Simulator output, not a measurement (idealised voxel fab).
Process module heading - voxel self aligned vias
This is section cut - it's 285 nm across, gridded in 5 nm square cells.
Cross-section = grid of square cells, listed top down in bands; band = one or more rows. This entry defines a band. It first specifies the height of the band's top and the height of its bottom in nm, and then specifies the band's materials from left to right, stating each material with its width in nm. The word "throughout" identifies a single material that fills the band from edge to edge, while the word "air" identifies empty space. Beneath 0, the wafer as received is one material, and that level is where height counting begins. The lowest band goes on downward without a bottom; it is written like "z 0 and below". Think of "30->40" as a width that walks from the first number to the second as you go down the band, top row to bottom row, taking equal-sized steps from row to row. Reading "no modification" for a step: not a cell of the cross-section changed in it. Closed-off voids of 8+ cells (no open route to the top) go in "Enclosed internal cavities", written width x height at distance from the left edge, in nm. Anything after a step's settings on that line? It's the simulator's own note about the step. For masked steps, "overlay nm" on the step line gives how far right of plan the mask actually lay; a minus sign means it lay to the left. Structure of the following material. The material consists of pairs of cross-sections. Each pair comprises the cross-section before one process step and the cross-section after that step, the latter shown only down to the lowest band that changed. The step between the cross-sections is specified beneath each pair, including its settings. Pairs are not necessarily consecutive: they may derive from different runs of this module performed on the same starting wafer. Continuity with the pair above is to be assumed only where the entry headed "State on entry" of the pair in question states it.
STATE ON ENTRY
	z 0 and below: Si throughout
	Enclosed internal cavities: none
RESULT OF STEP
	z 15 to 0: SiO2 throughout
	Nothing below the height 0 has changed.
	Enclosed internal cavities: none
In between the cross-sections above, the run called for CONFORMAL_DEP [material SiO2] [thk nm 15]
State on entry: carried over from the after image of the pair right above.
RESULT OF STEP
	z 20 to 15: SiCN throughout
	Nothing below the height 15 has changed.
	Enclosed internal cavities: none
In between the cross-sections above, the run called for CONFORMAL_DEP [material SiCN] [thk nm 5]
State on entry: carried over from the after image of the pair right above.
RESULT OF STEP
	z 45 to 20: lowk throughout
	Nothing below the height 20 has changed.
	Enclosed internal cavities: none
In between the cross-sections above, the run called for DIRECTIONAL_DEP [material lowk] [thk nm 25]
State on entry: carried over from the after image of the pair right above.
RESULT OF STEP
	z 65 to 45: 90 of resist, then 30 of air, then 40 of resist, then 30 of air, then 95 of resist
	Nothing below the height 45 has changed.
	Enclosed internal cavities: none
In between the cross-sections above, the run called for PATTERN [tone open] [mask id LINES] [material resist] [width nm 30] [pitch nm 70] [thk nm 20] [overlay nm 0]
State on entry: carried over from the after image of the pair right above.
RESULT OF STEP
	z 65 to 45: 90 of resist, then 30 of air, then 40 of resist, then 30 of air, then 95 of resist
	z 45 to 20: 90 of lowk, then 30 of air, then 40 of lowk, then 30 of air, then 95 of lowk
	Nothing below the height 20 has changed.
	Enclosed internal cavities: none
In between the cross-sections above, the run called for DIRECTIONAL_ETCH [etch materials lowk] [depth nm 25]
State on entry: carried over from the after image of the pair right above.
RESULT OF STEP
	z 45 to 20: 90 of lowk, then 30 of air, then 40 of lowk, then 30 of air, then 95 of lowk
	Nothing below the height 20 has changed.
	Enclosed internal cavities: none
In between the cross-sections above, the run called for STRIP [etch materials resist]
State on entry: carried over from the after image of the pair right above.
RESULT OF STEP
	z 50 to 45: 95 of TiN, then 20 of air, then 50 of TiN, then 20 of air, then 100 of TiN
	z 45 to 25: 90 of lowk, then 5 of TiN, then 20 of air, then 5 of TiN, then 40 of lowk, then 5 of TiN, then 20 of air, then 5 of TiN, then 95 of lowk
	z 25 to 20: 90 of lowk, then 30 of TiN, then 40 of lowk, then 30 of TiN, then 95 of lowk
	Nothing below the height 20 has changed.
	Enclosed internal cavities: none
In between the cross-sections above, the run called for CONFORMAL_DEP [material TiN] [thk nm 5]
State on entry: carried over from the after image of the pair right above.
RESULT OF STEP
	z 60 to 50: Ru throughout
	z 50 to 45: 95 of TiN, then 20 of Ru, then 50 of TiN, then 20 of Ru, then 100 of TiN
	z 45 to 25: 90 of lowk, then 5 of TiN, then 20 of Ru, then 5 of TiN, then 40 of lowk, then 5 of TiN, then 20 of Ru, then 5 of TiN, then 95 of lowk
	Nothing below the height 25 has changed.
	Enclosed internal cavities: none
In between the cross-sections above, the run called for FILL_DEP [material Ru] [thk nm 10]
State on entry: carried over from the after image of the pair right above.
RESULT OF STEP
	z 45 to 25: 90 of lowk, then 5 of TiN, then 20 of Ru, then 5 of TiN, then 40 of lowk, then 5 of TiN, then 20 of Ru, then 5 of TiN, then 95 of lowk
	Nothing below the height 25 has changed.
	Enclosed internal cavities: none
In between the cross-sections above, the run called for CMP [height nm 45]
State on entry: carried over from the after image of the pair right above.
RESULT OF STEP
	z 45 to 40: 90 of lowk, then 30 of air, then 40 of lowk, then 30 of air, then 95 of lowk
	Nothing below the height 40 has changed.
	Enclosed internal cavities: none
In between the cross-sections above, the run called for SELECTIVE_ETCH [etch materials W Ru TiN] [depth nm 5]
State on entry: carried over from the after image of the pair right above.
RESULT OF STEP
	z 55 to 45: SiN throughout
	z 45 to 40: 90 of lowk, then 30 of SiN, then 40 of lowk, then 30 of SiN, then 95 of lowk
	Nothing below the height 40 has changed.
	Enclosed internal cavities: none
In between the cross-sections above, the run called for FILL_DEP [material SiN] [thk nm 10]
State on entry: carried over from the after image of the pair right above.
RESULT OF STEP
	z 45 to 40: 90 of lowk, then 30 of SiN, then 40 of lowk, then 30 of SiN, then 95 of lowk
	Nothing below the height 40 has changed.
	Enclosed internal cavities: none
In between the cross-sections above, the run called for CMP [height nm 45]
State on entry: carried over from the after image of the pair right above.
RESULT OF STEP
	z 65 to 45: lowk throughout
	Nothing below the height 45 has changed.
	Enclosed internal cavities: none
In between the cross-sections above, the run called for DIRECTIONAL_DEP [material lowk] [thk nm 20]
State on entry: carried over from the after image of the pair right above.
RESULT OF STEP
	z 80 to 65: 85 of resist, then 40 of air, then 30 of resist, then 40 of air, then 90 of resist
	Nothing below the height 65 has changed.
	Enclosed internal cavities: none
In between the cross-sections above, the run called for PATTERN [tone open] [mask id VIAS] [material resist] [width nm 40] [pitch nm 70] [thk nm 15] [overlay nm 0]
State on entry: carried over from the after image of the pair right above.
RESULT OF STEP
	z 80 to 65: 85 of resist, then 40 of air, then 30 of resist, then 40 of air, then 90 of resist
	z 65 to 45: 85 of lowk, then 40 of air, then 30 of lowk, then 40 of air, then 90 of lowk
	Nothing below the height 45 has changed.
	Enclosed internal cavities: none
In between the cross-sections above, the run called for DIRECTIONAL_ETCH [etch materials lowk] [depth nm 20]
State on entry: carried over from the after image of the pair right above.
RESULT OF STEP
	z 80 to 65: 85 of resist, then 40 of air, then 30 of resist, then 40 of air, then 90 of resist
	z 65 to 45: 85 of lowk, then 40 of air, then 30 of lowk, then 40 of air, then 90 of lowk
	z 45 to 40: 90 of lowk, then 30 of air, then 40 of lowk, then 30 of air, then 95 of lowk
	Nothing below the height 40 has changed.
	Enclosed internal cavities: none
In between the cross-sections above, the run called for DIRECTIONAL_ETCH [etch materials SiN] [depth nm 5]
State on entry: carried over from the after image of the pair right above.
RESULT OF STEP
	z 65 to 45: 85 of lowk, then 40 of air, then 30 of lowk, then 40 of air, then 90 of lowk
	Nothing below the height 45 has changed.
	Enclosed internal cavities: none
In between the cross-sections above, the run called for STRIP [etch materials resist]
State on entry: carried over from the after image of the pair right above.
RESULT OF STEP
	z 70 to 65: 90 of TiN, then 30 of air, then 40 of TiN, then 30 of air, then 95 of TiN
	z 65 to 50: 85 of lowk, then 5 of TiN, then 30 of air, then 5 of TiN, then 30 of lowk, then 5 of TiN, then 30 of air, then 5 of TiN, then 90 of lowk
	z 50 to 45: 85 of lowk, then 10 of TiN, then 20 of air, then 10 of TiN, then 30 of lowk, then 10 of TiN, then 20 of air, then 10 of TiN, then 90 of lowk
	z 45 to 40: 90 of lowk, then 30 of TiN, then 40 of lowk, then 30 of TiN, then 95 of lowk
	Nothing below the height 40 has changed.
	Enclosed internal cavities: none
In between the cross-sections above, the run called for CONFORMAL_DEP [material TiN] [thk nm 5]
State on entry: carried over from the after image of the pair right above.
RESULT OF STEP
	z 80 to 70: Cu throughout
	z 70 to 65: 90 of TiN, then 30 of Cu, then 40 of TiN, then 30 of Cu, then 95 of TiN
	z 65 to 50: 85 of lowk, then 5 of TiN, then 30 of Cu, then 5 of TiN, then 30 of lowk, then 5 of TiN, then 30 of Cu, then 5 of TiN, then 90 of lowk
	z 50 to 45: 85 of lowk, then 10 of TiN, then 20 of Cu, then 10 of TiN, then 30 of lowk, then 10 of TiN, then 20 of Cu, then 10 of TiN, then 90 of lowk
	Nothing below the height 45 has changed.
	Enclosed internal cavities: none
In between the cross-sections above, the run called for FILL_DEP [material Cu] [thk nm 10]
State on entry: carried over from the after image of the pair right above.
RESULT OF STEP
	z 65 to 50: 85 of lowk, then 5 of TiN, then 30 of Cu, then 5 of TiN, then 30 of lowk, then 5 of TiN, then 30 of Cu, then 5 of TiN, then 90 of lowk
	Nothing below the height 50 has changed.
	Enclosed internal cavities: none
In between the cross-sections above, the run called for CMP [height nm 65]
State on entry: carried over from the after image of the pair right above.
RESULT OF STEP
	z 70 to 65: SiN throughout
	Nothing below the height 65 has changed.
	Enclosed internal cavities: none
In between the cross-sections above, the run called for CONFORMAL_DEP [material SiN] [thk nm 5]
STATE ON ENTRY
	z 15 to 0: SiO2 throughout
	z 0 and below: Si throughout
	Enclosed internal cavities: none
RESULT OF STEP
	z 40 to 15: lowk throughout
	Nothing below the height 15 has changed.
	Enclosed internal cavities: none
In between the cross-sections above, the run called for DIRECTIONAL_DEP [material lowk] [thk nm 25]
State on entry: carried over from the after image of the pair right above.
RESULT OF STEP
	z 60 to 40: 90 of resist, then 30 of air, then 40 of resist, then 30 of air, then 95 of resist
	Nothing below the height 40 has changed.
	Enclosed internal cavities: none
In between the cross-sections above, the run called for PATTERN [tone open] [mask id LINES] [material resist] [width nm 30] [pitch nm 70] [thk nm 20] [overlay nm 0]
State on entry: carried over from the after image of the pair right above.
RESULT OF STEP
	z 60 to 40: 90 of resist, then 30 of air, then 40 of resist, then 30 of air, then 95 of resist
	z 40 to 15: 90 of lowk, then 30 of air, then 40 of lowk, then 30 of air, then 95 of lowk
	Nothing below the height 15 has changed.
	Enclosed internal cavities: none
In between the cross-sections above, the run called for DIRECTIONAL_ETCH [etch materials lowk] [depth nm 25]
State on entry: carried over from the after image of the pair right above.
RESULT OF STEP
	z 40 to 15: 90 of lowk, then 30 of air, then 40 of lowk, then 30 of air, then 95 of lowk
	Nothing below the height 15 has changed.
	Enclosed internal cavities: none
In between the cross-sections above, the run called for STRIP [etch materials resist]
State on entry: carried over from the after image of the pair right above.
RESULT OF STEP
	z 45 to 40: 95 of TiN, then 20 of air, then 50 of TiN, then 20 of air, then 100 of TiN
	z 40 to 20: 90 of lowk, then 5 of TiN, then 20 of air, then 5 of TiN, then 40 of lowk, then 5 of TiN, then 20 of air, then 5 of TiN, then 95 of lowk
	z 20 to 15: 90 of lowk, then 30 of TiN, then 40 of lowk, then 30 of TiN, then 95 of lowk
	Nothing below the height 15 has changed.
	Enclosed internal cavities: none
In between the cross-sections above, the run called for CONFORMAL_DEP [material TiN] [thk nm 5]
State on entry: carried over from the after image of the pair right above.
RESULT OF STEP
	z 55 to 45: Ru throughout
	z 45 to 40: 95 of TiN, then 20 of Ru, then 50 of TiN, then 20 of Ru, then 100 of TiN
	z 40 to 20: 90 of lowk, then 5 of TiN, then 20 of Ru, then 5 of TiN, then 40 of lowk, then 5 of TiN, then 20 of Ru, then 5 of TiN, then 95 of lowk
	Nothing below the height 20 has changed.
	Enclosed internal cavities: none
In between the cross-sections above, the run called for FILL_DEP [material Ru] [thk nm 10]
State on entry: carried over from the after image of the pair right above.
RESULT OF STEP
	z 45 to 40: 95 of TiN, then 20 of Ru, then 50 of TiN, then 20 of Ru, then 100 of TiN
	Nothing below the height 40 has changed.
	Enclosed internal cavities: none
In between the cross-sections above, the run called for CMP [height nm 45]
State on entry: carried over from the after image of the pair right above.
RESULT OF STEP
	z 40 to 20: 90 of lowk, then 5 of TiN, then 20 of Ru, then 5 of TiN, then 40 of lowk, then 5 of TiN, then 20 of Ru, then 5 of TiN, then 95 of lowk
	Nothing below the height 20 has changed.
	Enclosed internal cavities: none
In between the cross-sections above, the run called for SELECTIVE_ETCH [etch materials W Ru TiN] [depth nm 5]
State on entry: carried over from the after image of the pair right above.
RESULT OF STEP
	z 50 to 40: SiN throughout
	Nothing below the height 40 has changed.
	Enclosed internal cavities: none
In between the cross-sections above, the run called for FILL_DEP [material SiN] [thk nm 10]
State on entry: carried over from the after image of the pair right above.
RESULT OF STEP
	z 45 to 40: SiN throughout
	Nothing below the height 40 has changed.
	Enclosed internal cavities: none
In between the cross-sections above, the run called for CMP [height nm 45]
State on entry: carried over from the after image of the pair right above.
RESULT OF STEP
	z 65 to 45: lowk throughout
	Nothing below the height 45 has changed.
	Enclosed internal cavities: none
In between the cross-sections above, the run called for DIRECTIONAL_DEP [material lowk] [thk nm 20]
State on entry: carried over from the after image of the pair right above.
RESULT OF STEP
	z 80 to 65: 85 of resist, then 40 of air, then 30 of resist, then 40 of air, then 90 of resist
	Nothing below the height 65 has changed.
	Enclosed internal cavities: none
In between the cross-sections above, the run called for PATTERN [tone open] [mask id VIAS] [material resist] [width nm 40] [pitch nm 70] [thk nm 15] [overlay nm 0]
State on entry: carried over from the after image of the pair right above.
RESULT OF STEP
	z 80 to 65: 85 of resist, then 40 of air, then 30 of resist, then 40 of air, then 90 of resist
	z 65 to 45: 85 of lowk, then 40 of air, then 30 of lowk, then 40 of air, then 90 of lowk
	Nothing below the height 45 has changed.
	Enclosed internal cavities: none
In between the cross-sections above, the run called for DIRECTIONAL_ETCH [etch materials lowk] [depth nm 20]
State on entry: carried over from the after image of the pair right above.
RESULT OF STEP
	z 80 to 65: 85 of resist, then 40 of air, then 30 of resist, then 40 of air, then 90 of resist
	z 65 to 45: 85 of lowk, then 40 of air, then 30 of lowk, then 40 of air, then 90 of lowk
	z 45 to 40: 85 of SiN, then 40 of air, then 30 of SiN, then 40 of air, then 90 of SiN
	Nothing below the height 40 has changed.
	Enclosed internal cavities: none
In between the cross-sections above, the run called for DIRECTIONAL_ETCH [etch materials SiN] [depth nm 5]
State on entry: carried over from the after image of the pair right above.
RESULT OF STEP
	z 65 to 45: 85 of lowk, then 40 of air, then 30 of lowk, then 40 of air, then 90 of lowk
	Nothing below the height 45 has changed.
	Enclosed internal cavities: none
In between the cross-sections above, the run called for STRIP [etch materials resist]
State on entry: carried over from the after image of the pair right above.
RESULT OF STEP
	z 70 to 65: 90 of TiN, then 30 of air, then 40 of TiN, then 30 of air, then 95 of TiN
	z 65 to 45: 85 of lowk, then 5 of TiN, then 30 of air, then 5 of TiN, then 30 of lowk, then 5 of TiN, then 30 of air, then 5 of TiN, then 90 of lowk
	z 45 to 40: 85 of SiN, then 40 of TiN, then 30 of SiN, then 40 of TiN, then 90 of SiN
	Nothing below the height 40 has changed.
	Enclosed internal cavities: none
In between the cross-sections above, the run called for CONFORMAL_DEP [material TiN] [thk nm 5]
State on entry: carried over from the after image of the pair right above.
RESULT OF STEP
	z 80 to 70: Cu throughout
	z 70 to 65: 90 of TiN, then 30 of Cu, then 40 of TiN, then 30 of Cu, then 95 of TiN
	z 65 to 45: 85 of lowk, then 5 of TiN, then 30 of Cu, then 5 of TiN, then 30 of lowk, then 5 of TiN, then 30 of Cu, then 5 of TiN, then 90 of lowk
	Nothing below the height 45 has changed.
	Enclosed internal cavities: none
In between the cross-sections above, the run called for FILL_DEP [material Cu] [thk nm 10]
State on entry: carried over from the after image of the pair right above.
RESULT OF STEP
	z 65 to 45: 85 of lowk, then 5 of TiN, then 30 of Cu, then 5 of TiN, then 30 of lowk, then 5 of TiN, then 30 of Cu, then 5 of TiN, then 90 of lowk
	Nothing below the height 45 has changed.
	Enclosed internal cavities: none
In between the cross-sections above, the run called for CMP [height nm 65]
State on entry: carried over from the after image of the pair right above.
RESULT OF STEP
	z 70 to 65: SiN throughout
	Nothing below the height 65 has changed.
	Enclosed internal cavities: none
In between the cross-sections above, the run called for CONFORMAL_DEP [material SiN] [thk nm 5]
STATE ON ENTRY
	z 15 to 0: SiO2 throughout
	z 0 and below: Si throughout
	Enclosed internal cavities: none
RESULT OF STEP
	z 30 to 0: SiO2 throughout
	Nothing below the height 0 has changed.
	Enclosed internal cavities: none
In between the cross-sections above, the run called for CONFORMAL_DEP [material SiO2] [thk nm 15]
State on entry: carried over from the after image of the pair right above.
RESULT OF STEP
	z 35 to 30: SiCN throughout
	Nothing below the height 30 has changed.
	Enclosed internal cavities: none
In between the cross-sections above, the run called for CONFORMAL_DEP [material SiCN] [thk nm 5]
State on entry: carried over from the after image of the pair right above.
RESULT OF STEP
	z 60 to 35: lowk throughout
	Nothing below the height 35 has changed.
	Enclosed internal cavities: none
In between the cross-sections above, the run called for DIRECTIONAL_DEP [material lowk] [thk nm 25]
State on entry: carried over from the after image of the pair right above.
RESULT OF STEP
	z 80 to 60: 90 of resist, then 30 of air, then 40 of resist, then 30 of air, then 95 of resist
	Nothing below the height 60 has changed.
	Enclosed internal cavities: none
In between the cross-sections above, the run called for PATTERN [tone open] [mask id LINES] [material resist] [width nm 30] [pitch nm 70] [thk nm 20] [overlay nm 0]
State on entry: carried over from the after image of the pair right above.
RESULT OF STEP
	z 80 to 60: 90 of resist, then 30 of air, then 40 of resist, then 30 of air, then 95 of resist
	z 60 to 35: 90 of lowk, then 30 of air, then 40 of lowk, then 30 of air, then 95 of lowk
	Nothing below the height 35 has changed.
	Enclosed internal cavities: none
In between the cross-sections above, the run called for DIRECTIONAL_ETCH [etch materials lowk] [depth nm 25]
State on entry: carried over from the after image of the pair right above.
RESULT OF STEP
	z 60 to 35: 90 of lowk, then 30 of air, then 40 of lowk, then 30 of air, then 95 of lowk
	Nothing below the height 35 has changed.
	Enclosed internal cavities: none
In between the cross-sections above, the run called for STRIP [etch materials resist]
State on entry: carried over from the after image of the pair right above.
RESULT OF STEP
	z 65 to 60: 95 of TiN, then 20 of air, then 50 of TiN, then 20 of air, then 100 of TiN
	z 60 to 40: 90 of lowk, then 5 of TiN, then 20 of air, then 5 of TiN, then 40 of lowk, then 5 of TiN, then 20 of air, then 5 of TiN, then 95 of lowk
	z 40 to 35: 90 of lowk, then 30 of TiN, then 40 of lowk, then 30 of TiN, then 95 of lowk
	Nothing below the height 35 has changed.
	Enclosed internal cavities: none
In between the cross-sections above, the run called for CONFORMAL_DEP [material TiN] [thk nm 5]
State on entry: carried over from the after image of the pair right above.
RESULT OF STEP
	z 75 to 65: Ru throughout
	z 65 to 60: 95 of TiN, then 20 of Ru, then 50 of TiN, then 20 of Ru, then 100 of TiN
	z 60 to 40: 90 of lowk, then 5 of TiN, then 20 of Ru, then 5 of TiN, then 40 of lowk, then 5 of TiN, then 20 of Ru, then 5 of TiN, then 95 of lowk
	Nothing below the height 40 has changed.
	Enclosed internal cavities: none
In between the cross-sections above, the run called for FILL_DEP [material Ru] [thk nm 10]
State on entry: carried over from the after image of the pair right above.
RESULT OF STEP
	z 45 to 40: 90 of lowk, then 5 of TiN, then 20 of Ru, then 5 of TiN, then 40 of lowk, then 5 of TiN, then 20 of Ru, then 5 of TiN, then 95 of lowk
	Nothing below the height 40 has changed.
	Enclosed internal cavities: none
In between the cross-sections above, the run called for CMP [height nm 45]
State on entry: carried over from the after image of the pair right above.
RESULT OF STEP
	z 45 to 40: 90 of lowk, then 30 of air, then 40 of lowk, then 30 of air, then 95 of lowk
	Nothing below the height 40 has changed.
	Enclosed internal cavities: none
In between the cross-sections above, the run called for SELECTIVE_ETCH [etch materials W Ru TiN] [depth nm 5]
State on entry: carried over from the after image of the pair right above.
RESULT OF STEP
	z 55 to 45: SiN throughout
	z 45 to 40: 90 of lowk, then 30 of SiN, then 40 of lowk, then 30 of SiN, then 95 of lowk
	Nothing below the height 40 has changed.
	Enclosed internal cavities: none
In between the cross-sections above, the run called for FILL_DEP [material SiN] [thk nm 10]
State on entry: carried over from the after image of the pair right above.
RESULT OF STEP
	z 45 to 40: 90 of lowk, then 30 of SiN, then 40 of lowk, then 30 of SiN, then 95 of lowk
	Nothing below the height 40 has changed.
	Enclosed internal cavities: none
In between the cross-sections above, the run called for CMP [height nm 45]
State on entry: carried over from the after image of the pair right above.
RESULT OF STEP
	z 65 to 45: lowk throughout
	Nothing below the height 45 has changed.
	Enclosed internal cavities: none
In between the cross-sections above, the run called for DIRECTIONAL_DEP [material lowk] [thk nm 20]
State on entry: carried over from the after image of the pair right above.
RESULT OF STEP
	z 80 to 65: 85 of resist, then 40 of air, then 30 of resist, then 40 of air, then 90 of resist
	Nothing below the height 65 has changed.
	Enclosed internal cavities: none
In between the cross-sections above, the run called for PATTERN [tone open] [mask id VIAS] [material resist] [width nm 40] [pitch nm 70] [thk nm 15] [overlay nm 0]
State on entry: carried over from the after image of the pair right above.
RESULT OF STEP
	z 80 to 65: 85 of resist, then 40 of air, then 30 of resist, then 40 of air, then 90 of resist
	z 65 to 45: 85 of lowk, then 40 of air, then 30 of lowk, then 40 of air, then 90 of lowk
	Nothing below the height 45 has changed.
	Enclosed internal cavities: none
In between the cross-sections above, the run called for DIRECTIONAL_ETCH [etch materials lowk] [depth nm 20]
State on entry: carried over from the after image of the pair right above.
RESULT OF STEP
	z 80 to 65: 85 of resist, then 40 of air, then 30 of resist, then 40 of air, then 90 of resist
	z 65 to 45: 85 of lowk, then 40 of air, then 30 of lowk, then 40 of air, then 90 of lowk
	z 45 to 40: 90 of lowk, then 30 of air, then 40 of lowk, then 30 of air, then 95 of lowk
	Nothing below the height 40 has changed.
	Enclosed internal cavities: none
In between the cross-sections above, the run called for DIRECTIONAL_ETCH [etch materials SiN] [depth nm 5]
State on entry: carried over from the after image of the pair right above.
RESULT OF STEP
	z 65 to 45: 85 of lowk, then 40 of air, then 30 of lowk, then 40 of air, then 90 of lowk
	Nothing below the height 45 has changed.
	Enclosed internal cavities: none
In between the cross-sections above, the run called for STRIP [etch materials resist]
State on entry: carried over from the after image of the pair right above.
RESULT OF STEP
	z 70 to 65: 90 of TiN, then 30 of air, then 40 of TiN, then 30 of air, then 95 of TiN
	z 65 to 50: 85 of lowk, then 5 of TiN, then 30 of air, then 5 of TiN, then 30 of lowk, then 5 of TiN, then 30 of air, then 5 of TiN, then 90 of lowk
	z 50 to 45: 85 of lowk, then 10 of TiN, then 20 of air, then 10 of TiN, then 30 of lowk, then 10 of TiN, then 20 of air, then 10 of TiN, then 90 of lowk
	z 45 to 35: 90 of lowk, then 30 of TiN, then 40 of lowk, then 30 of TiN, then 95 of lowk
	Nothing below the height 35 has changed.
	Enclosed internal cavities: none
In between the cross-sections above, the run called for CONFORMAL_DEP [material TiN] [thk nm 5]
State on entry: carried over from the after image of the pair right above.
RESULT OF STEP
	z 80 to 70: Cu throughout
	z 70 to 65: 90 of TiN, then 30 of Cu, then 40 of TiN, then 30 of Cu, then 95 of TiN
	z 65 to 50: 85 of lowk, then 5 of TiN, then 30 of Cu, then 5 of TiN, then 30 of lowk, then 5 of TiN, then 30 of Cu, then 5 of TiN, then 90 of lowk
	z 50 to 45: 85 of lowk, then 10 of TiN, then 20 of Cu, then 10 of TiN, then 30 of lowk, then 10 of TiN, then 20 of Cu, then 10 of TiN, then 90 of lowk
	Nothing below the height 45 has changed.
	Enclosed internal cavities: none
In between the cross-sections above, the run called for FILL_DEP [material Cu] [thk nm 10]
State on entry: carried over from the after image of the pair right above.
RESULT OF STEP
	z 65 to 50: 85 of lowk, then 5 of TiN, then 30 of Cu, then 5 of TiN, then 30 of lowk, then 5 of TiN, then 30 of Cu, then 5 of TiN, then 90 of lowk
	Nothing below the height 50 has changed.
	Enclosed internal cavities: none
In between the cross-sections above, the run called for CMP [height nm 65]
State on entry: carried over from the after image of the pair right above.
RESULT OF STEP
	z 70 to 65: SiN throughout
	Nothing below the height 65 has changed.
	Enclosed internal cavities: none
In between the cross-sections above, the run called for CONFORMAL_DEP [material SiN] [thk nm 5]
STATE ON ENTRY
	z 40 to 15: lowk throughout
	z 15 to 0: SiO2 throughout
	z 0 and below: Si throughout
	Enclosed internal cavities: none
RESULT OF STEP
	z 45 to 40: SiCN throughout
	Nothing below the height 40 has changed.
	Enclosed internal cavities: none
In between the cross-sections above, the run called for CONFORMAL_DEP [material SiCN] [thk nm 5]
State on entry: carried over from the after image of the pair right above.
RESULT OF STEP
	z 65 to 45: 90 of resist, then 30 of air, then 40 of resist, then 30 of air, then 95 of resist
	Nothing below the height 45 has changed.
	Enclosed internal cavities: none
In between the cross-sections above, the run called for PATTERN [tone open] [mask id LINES] [material resist] [width nm 30] [pitch nm 70] [thk nm 20] [overlay nm 0]
State on entry: carried over from the after image of the pair right above.
RESULT OF STEP
	z 45 to 40: SiCN throughout
	Nothing below the height 40 has changed.
	Enclosed internal cavities: none
In between the cross-sections above, the run called for STRIP [etch materials resist]
State on entry: carried over from the after image of the pair right above.
RESULT OF STEP
	z 50 to 45: TiN throughout
	Nothing below the height 45 has changed.
	Enclosed internal cavities: none
In between the cross-sections above, the run called for CONFORMAL_DEP [material TiN] [thk nm 5]
State on entry: carried over from the after image of the pair right above.
RESULT OF STEP
	z 60 to 50: Ru throughout
	Nothing below the height 50 has changed.
	Enclosed internal cavities: none
In between the cross-sections above, the run called for FILL_DEP [material Ru] [thk nm 10]
State on entry: carried over from the after image of the pair right above.
RESULT OF STEP
	z 45 to 40: SiCN throughout
	Nothing below the height 40 has changed.
	Enclosed internal cavities: none
In between the cross-sections above, the run called for CMP [height nm 45]
State on entry: carried over from the after image of the pair right above.
RESULT OF STEP
	z 55 to 45: SiN throughout
	Nothing below the height 45 has changed.
	Enclosed internal cavities: none
In between the cross-sections above, the run called for FILL_DEP [material SiN] [thk nm 10]
State on entry: carried over from the after image of the pair right above.
RESULT OF STEP
	z 45 to 40: SiCN throughout
	Nothing below the height 40 has changed.
	Enclosed internal cavities: none
In between the cross-sections above, the run called for CMP [height nm 45]
State on entry: carried over from the after image of the pair right above.
RESULT OF STEP
	z 65 to 45: lowk throughout
	Nothing below the height 45 has changed.
	Enclosed internal cavities: none
In between the cross-sections above, the run called for DIRECTIONAL_DEP [material lowk] [thk nm 20]
State on entry: carried over from the after image of the pair right above.
RESULT OF STEP
	z 80 to 65: 85 of resist, then 40 of air, then 30 of resist, then 40 of air, then 90 of resist
	Nothing below the height 65 has changed.
	Enclosed internal cavities: none
In between the cross-sections above, the run called for PATTERN [tone open] [mask id VIAS] [material resist] [width nm 40] [pitch nm 70] [thk nm 15] [overlay nm 0]
State on entry: carried over from the after image of the pair right above.
RESULT OF STEP
	z 80 to 65: 85 of resist, then 40 of air, then 30 of resist, then 40 of air, then 90 of resist
	z 65 to 45: 85 of lowk, then 40 of air, then 30 of lowk, then 40 of air, then 90 of lowk
	Nothing below the height 45 has changed.
	Enclosed internal cavities: none
In between the cross-sections above, the run called for DIRECTIONAL_ETCH [etch materials lowk] [depth nm 20]
State on entry: carried over from the after image of the pair right above.
RESULT OF STEP
	z 65 to 45: 85 of lowk, then 40 of air, then 30 of lowk, then 40 of air, then 90 of lowk
	Nothing below the height 45 has changed.
	Enclosed internal cavities: none
In between the cross-sections above, the run called for STRIP [etch materials resist]
State on entry: carried over from the after image of the pair right above.
RESULT OF STEP
	z 70 to 65: 90 of TiN, then 30 of air, then 40 of TiN, then 30 of air, then 95 of TiN
	z 65 to 50: 85 of lowk, then 5 of TiN, then 30 of air, then 5 of TiN, then 30 of lowk, then 5 of TiN, then 30 of air, then 5 of TiN, then 90 of lowk
	z 50 to 45: 85 of lowk, then 40 of TiN, then 30 of lowk, then 40 of TiN, then 90 of lowk
	Nothing below the height 45 has changed.
	Enclosed internal cavities: none
In between the cross-sections above, the run called for CONFORMAL_DEP [material TiN] [thk nm 5]
State on entry: carried over from the after image of the pair right above.
RESULT OF STEP
	z 80 to 70: Cu throughout
	z 70 to 65: 90 of TiN, then 30 of Cu, then 40 of TiN, then 30 of Cu, then 95 of TiN
	z 65 to 50: 85 of lowk, then 5 of TiN, then 30 of Cu, then 5 of TiN, then 30 of lowk, then 5 of TiN, then 30 of Cu, then 5 of TiN, then 90 of lowk
	Nothing below the height 50 has changed.
	Enclosed internal cavities: none
In between the cross-sections above, the run called for FILL_DEP [material Cu] [thk nm 10]
State on entry: carried over from the after image of the pair right above.
RESULT OF STEP
	z 65 to 50: 85 of lowk, then 5 of TiN, then 30 of Cu, then 5 of TiN, then 30 of lowk, then 5 of TiN, then 30 of Cu, then 5 of TiN, then 90 of lowk
	Nothing below the height 50 has changed.
	Enclosed internal cavities: none
In between the cross-sections above, the run called for CMP [height nm 65]
State on entry: carried over from the after image of the pair right above.
RESULT OF STEP
	z 70 to 65: SiN throughout
	Nothing below the height 65 has changed.
	Enclosed internal cavities: none
In between the cross-sections above, the run called for CONFORMAL_DEP [material SiN] [thk nm 5]
STATE ON ENTRY
	z 80 to 65: 85 of resist, then 40 of air, then 30 of resist, then 40 of air, then 90 of resist
	z 65 to 45: lowk throughout
	z 45 to 40: 90 of lowk, then 30 of SiN, then 40 of lowk, then 30 of SiN, then 95 of lowk
	z 40 to 25: 90 of lowk, then 5 of TiN, then 20 of Ru, then 5 of TiN, then 40 of lowk, then 5 of TiN, then 20 of Ru, then 5 of TiN, then 95 of lowk
	z 25 to 20: 90 of lowk, then 30 of TiN, then 40 of lowk, then 30 of TiN, then 95 of lowk
	z 20 to 15: SiCN throughout
	z 15 to 0: SiO2 throughout
	z 0 and below: Si throughout
	Enclosed internal cavities: none
RESULT OF STEP
	z 80 to 65: 85 of resist, then 40 of air, then 30 of resist, then 40 of air, then 90 of resist
	z 65 to 45: 85 of lowk, then 40 of air, then 30 of lowk, then 40 of air, then 90 of lowk
	z 45 to 40: 85 of lowk, then 5 of air, then 30 of SiN, then 5 of air, then 30 of lowk, then 5 of air, then 30 of SiN, then 5 of air, then 90 of lowk
	z 40 to 35: 85 of lowk, then 5 of air, then 5 of TiN, then 20 of Ru, then 5 of TiN, then 5 of air, then 30 of lowk, then 5 of air, then 5 of TiN, then 20 of Ru, then 5 of TiN, then 5 of air, then 90 of lowk
	Nothing below the height 35 has changed.
	Enclosed internal cavities: none
In between the cross-sections above, the run called for DIRECTIONAL_ETCH [etch materials lowk] [depth nm 30]
